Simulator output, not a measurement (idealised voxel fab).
voxel air gaps: a process module
We display cut, a cross-section 260 nm in width whose square cells are each 5 nm.
Cross-sections here: square-cell grids, written as top-down lists of bands, a band being one or more rows of cells.
The entry gives the band's vertical extent as a top height and a bottom height in nm, then its horizontal make-up as materials from left to right, each with a width in nm. "air" stands for empty space; a single material marked "all across" fills the band edge to edge.
Measure heights from 0. That's the level where, below it, the as-received wafer is all one material. The lowest band is bottomless and extends downward; write it as in "0 -> down".
The two numbers in a width such as "30 to 40" mark its ends across the band: the first belongs to the top row of cells, the second to the bottom row, and from each row to the next the width moves by the same amount.
"remained the same" -> step changed no cross-section cell.
You'll see "Non-vented voids" listing empty spaces that have no way open to the top, as long as they're 8 cells or more; the notation is width x height at distance, where the distance is from the left edge, and all of it is in nm.
Where a step's line continues beyond its settings, the continuation is a remark by the simulator itself on that step.
"overlay nm" on a masked step: distance the mask lay right of its planned place, negative for left.
-- Steps in the process plan
step 1: RECEIVE (material Si)
step 2: CONFORMAL_DEP (material SiO2; thk nm 15)
step 3: CONFORMAL_DEP (material SiCN; thk nm 5)
step 4: DIRECTIONAL_DEP (material SiO2; thk nm 40)
step 5: PATTERN (tone open; mask id LINES; material resist; width nm 20; pitch nm 45; thk nm 20; overlay nm 0)
step 6: DIRECTIONAL_ETCH (etch materials SiO2; depth nm 40)
step 7: STRIP (etch materials resist)
step 8: CONFORMAL_DEP (material TiN; thk nm 5)
step 9: FILL_DEP (material Ru; thk nm 5)
step 10: CMP (height nm 60)
step 11: EPI (material Ru; thk nm 10)
step 12: SELECTIVE_ETCH (etch materials SiO2; depth nm 50)
step 13: CONFORMAL_DEP (material SiCN; thk nm 5)
-- Cross-section of the wafer as it came to us, i.e., already through step 1
  0 -> down | Si all across
  Non-vented voids: none
-- Result of the module, cross-sectioned: start per above, plan per above, one error in how it was run
  75 -> 70 | air 40 nm | SiCN 180 nm | air 40 nm
  70 -> 60 | air 40 nm | SiCN 5 nm | Ru 35 nm | SiCN 10 nm | Ru 35 nm | SiCN 10 nm | Ru 35 nm | SiCN 10 nm | Ru 35 nm | SiCN 5 nm | air 40 nm
  60 -> 55 | air 40 nm | SiCN 15 nm | TiN 5 nm | Ru 5 nm | TiN 5 nm | SiCN 30 nm | TiN 5 nm | Ru 5 nm | TiN 5 nm | SiCN 30 nm | TiN 5 nm | Ru 5 nm | TiN 5 nm | SiCN 30 nm | TiN 5 nm | Ru 5 nm | TiN 5 nm | SiCN 15 nm | air 40 nm
  55 -> 25 | air 50 nm | SiCN 5 nm | TiN 5 nm | Ru 5 nm | TiN 5 nm | SiCN 5 nm | air 20 nm | SiCN 5 nm | TiN 5 nm | Ru 5 nm | TiN 5 nm | SiCN 5 nm | air 20 nm | SiCN 5 nm | TiN 5 nm | Ru 5 nm | TiN 5 nm | SiCN 5 nm | air 20 nm | SiCN 5 nm | TiN 5 nm | Ru 5 nm | TiN 5 nm | SiCN 5 nm | air 50 nm
  25 -> 20 | SiCN 55 nm | TiN 15 nm | SiCN 30 nm | TiN 15 nm | SiCN 30 nm | TiN 15 nm | SiCN 30 nm | TiN 15 nm | SiCN 55 nm
  20 -> 15 | SiCN all across
  15 -> 0 | SiO2 all across
  0 -> down | Si all across
  Non-vented voids: 20 x 30 at 75; 20 x 30 at 120; 20 x 30 at 165
The plan and the run diverged here: for step 5, the planned setting was not used; the step was instead run as PATTERN (tone open; mask id LINES; material resist; width nm 15; pitch nm 45; thk nm 20; overlay nm 0)
